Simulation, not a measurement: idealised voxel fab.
You're looking at the process module voxel capacitor over wiring.
Pictured: cross-section cut, 300 nm wide, on a grid of 5 nm square cells.
Just so we're on the same page, the cross-sections are grids of square cells, and they're listed out in bands top to bottom, each band one or more rows deep.
Look at the band entry: it leads with the top's height and the bottom's height in nm. Then it lists the materials left to right, with a width in nm for each. The word "all across" on a single material says that material fills the band edge to edge. The word "empty" is empty space.
Where do heights start? At 0: under that level the wafer as delivered is made of one material only. And the lowest band has no floor; it just carries on downward, as in "0 nm and below".
Quick explanation for "30 to 40": the width changes in equal steps down the rows of cells, from the first number in the band's top row to the second number in its bottom row.
Given "nothing got changed" for a step, no cell of the cross-section differs between before and after that step.
In the "Enclosed void inventory" entry, you get each enclosed empty space of 8 cells or more, one with no open way to the top, written width x height at distance, distance from the left edge, in nm.
Heads up: the bit after the settings on a step's line is the simulator's remark on that step.
overlay nm: mask right of planned place by this much (step with mask). Neg. = left.
-- The process steps that were planned are listed below
1,op RECEIVE | material Si
2,op CONFORMAL_DEP | material SiO2 | thk nm 15
3,op DIRECTIONAL_DEP | material TiN | thk nm 5
4,op DIRECTIONAL_DEP | material W | thk nm 20
5,op PATTERN | tone cover | mask id METAL_1 | material resist | width nm 25 | pitch nm 75 | thk nm 20 | overlay nm 0
6,op DIRECTIONAL_ETCH | etch materials W | depth nm 20
7,op DIRECTIONAL_ETCH | etch materials TiN | depth nm 5
8,op STRIP | etch materials resist
9,op CONFORMAL_DEP | material SiN | thk nm 5
10,op FILL_DEP | material lowk | thk nm 10
11,op CMP | height nm 40
12,op CONFORMAL_DEP | material SiCN | thk nm 5
13,op DIRECTIONAL_DEP | material SiO2 | thk nm 20
14,op MASKED_ETCH | tone open | mask id PLUG_1 | width nm 15 | etch materials SiO2 | depth nm 20 | overlay nm 0
15,op MASKED_ETCH | tone open | mask id PLUG_1 | width nm 15 | etch materials SiCN | depth nm 5 | overlay nm 0
16,op EPI | material Ru | thk nm 10
17,op EPI | material Ru | thk nm 10
18,op EPI | material Ru | thk nm 5
19,op DIRECTIONAL_DEP | material TiN | thk nm 10
20,op DIRECTIONAL_DEP | material HfO2 | thk nm 5
21,op DIRECTIONAL_DEP | material TiN | thk nm 10
22,op MASKED_ETCH | tone cover | mask id UPPER_PLATE | width nm 55 | etch materials TiN | depth nm 10 | overlay nm -15
23,op MASKED_ETCH | tone cover | mask id UPPER_PLATE | width nm 55 | etch materials HfO2 | depth nm 5 | overlay nm 0
24,op DIRECTIONAL_DEP | material aC | thk nm 15
25,op PATTERN | tone cover | mask id LOWER_PLATE | material resist | width nm 65 | thk nm 35 | overlay nm 0
26,op DIRECTIONAL_ETCH | etch materials aC | depth nm 15
27,op STRIP | etch materials resist
28,op DIRECTIONAL_ETCH | etch materials TiN | depth nm 10
29,op STRIP | etch materials aC
30,op FILL_DEP | material SiO2 | thk nm 20
31,op CMP | height nm 105
32,op DIRECTIONAL_DEP | material aC | thk nm 10
33,op PATTERN | tone open | mask id PLUG_2 | material resist | width nm 15 | thk nm 25 | overlay nm 0
34,op DIRECTIONAL_ETCH | etch materials aC | depth nm 10
35,op STRIP | etch materials resist
36,op DIRECTIONAL_ETCH | etch materials SiO2 | depth nm 15
37,op STRIP | etch materials aC
38,op CONFORMAL_DEP | material TiN | thk nm 5
39,op FILL_DEP | material W | thk nm 5
40,op CMP | height nm 105
41,op CONFORMAL_DEP | material SiCN | thk nm 5
Same starting wafers, different overlay nm at step 22. Plan value belongs to the first wafer.
-- Step 1 complete: as-received cross-section of the first of several wafers
	0 nm and below: Si all across
	Enclosed void inventory: none
-- Shown in cross-section: the first of several wafers at the end of the module, after its last step, step 41
	110 nm to 105 nm: SiCN all across
	105 nm to 95 nm: SiO2: 120, TiN: 5, W: 5, TiN: 5, SiO2: 165
	95 nm to 90 nm: SiO2: 120, TiN: 15, SiO2: 165
	90 nm to 80 nm: SiO2: 105, TiN: 45, SiO2: 150
	80 nm to 75 nm: SiO2: 95, HfO2: 70, SiO2: 135
	75 nm to 65 nm: SiO2: 95, TiN: 75, SiO2: 130
	65 nm to 45 nm: SiO2: 110, Ru: 15, SiO2: 175
	45 nm to 40 nm: SiCN: 110, Ru: 15, SiCN: 175
	40 nm to 20 nm: lowk: 95, SiN: 5, W: 25, SiN: 5, lowk: 40, SiN: 5, W: 25, SiN: 5, lowk: 95
	20 nm to 15 nm: SiN: 100, TiN: 25, SiN: 50, TiN: 25, SiN: 100
	15 nm to 0 nm: SiO2 all across
	0 nm and below: Si all across
	Enclosed void inventory: none
-- Cross-sectional view, end of module, last wafer of several
	110 nm to 105 nm: SiCN all across
	105 nm to 95 nm: SiO2: 120, TiN: 5, W: 5, TiN: 5, SiO2: 165
	95 nm to 90 nm: SiO2: 120, TiN: 15, SiO2: 165
	90 nm to 80 nm: SiO2: 125, TiN: 45, SiO2: 130
	80 nm to 75 nm: SiO2: 110, HfO2: 70, SiO2: 120
	75 nm to 65 nm: SiO2: 105, TiN: 75, SiO2: 120
	65 nm to 45 nm: SiO2: 110, Ru: 15, SiO2: 175
	45 nm to 40 nm: SiCN: 110, Ru: 15, SiCN: 175
	40 nm to 20 nm: lowk: 95, SiN: 5, W: 25, SiN: 5, lowk: 40, SiN: 5, W: 25, SiN: 5, lowk: 95
	20 nm to 15 nm: SiN: 100, TiN: 25, SiN: 50, TiN: 25, SiN: 100
	15 nm to 0 nm: SiO2 all across
	0 nm and below: Si all across
	Enclosed void inventory: none
-- Per wafer (row), end of module: delta in cells per material since receipt, (+) for gained, (-) for lost; closed voids after that
overlay nm -15, +14 HfO2, +15 Ru, +117 SiCN, +66 SiN, +817 SiO2, +65 TiN, +42 W, +184 lowk, Enclosed void inventory: none
overlay nm -10, +13 HfO2, +15 Ru, +117 SiCN, +66 SiN, +818 SiO2, +65 TiN, +42 W, +184 lowk, Enclosed void inventory: none
overlay nm -5, +12 HfO2, +15 Ru, +117 SiCN, +66 SiN, +819 SiO2, +65 TiN, +42 W, +184 lowk, Enclosed void inventory: none
overlay nm 0, +11 HfO2, +15 Ru, +117 SiCN, +66 SiN, +820 SiO2, +65 TiN, +42 W, +184 lowk, Enclosed void inventory: none
overlay nm 5, +12 HfO2, +15 Ru, +117 SiCN, +66 SiN, +819 SiO2, +65 TiN, +42 W, +184 lowk, Enclosed void inventory: none
overlay nm 10, +13 HfO2, +15 Ru, +117 SiCN, +66 SiN, +818 SiO2, +65 TiN, +42 W, +184 lowk, Enclosed void inventory: none
overlay nm 15, +14 HfO2, +15 Ru, +117 SiCN, +66 SiN, +817 SiO2, +65 TiN, +42 W, +184 lowk, Enclosed void inventory: none
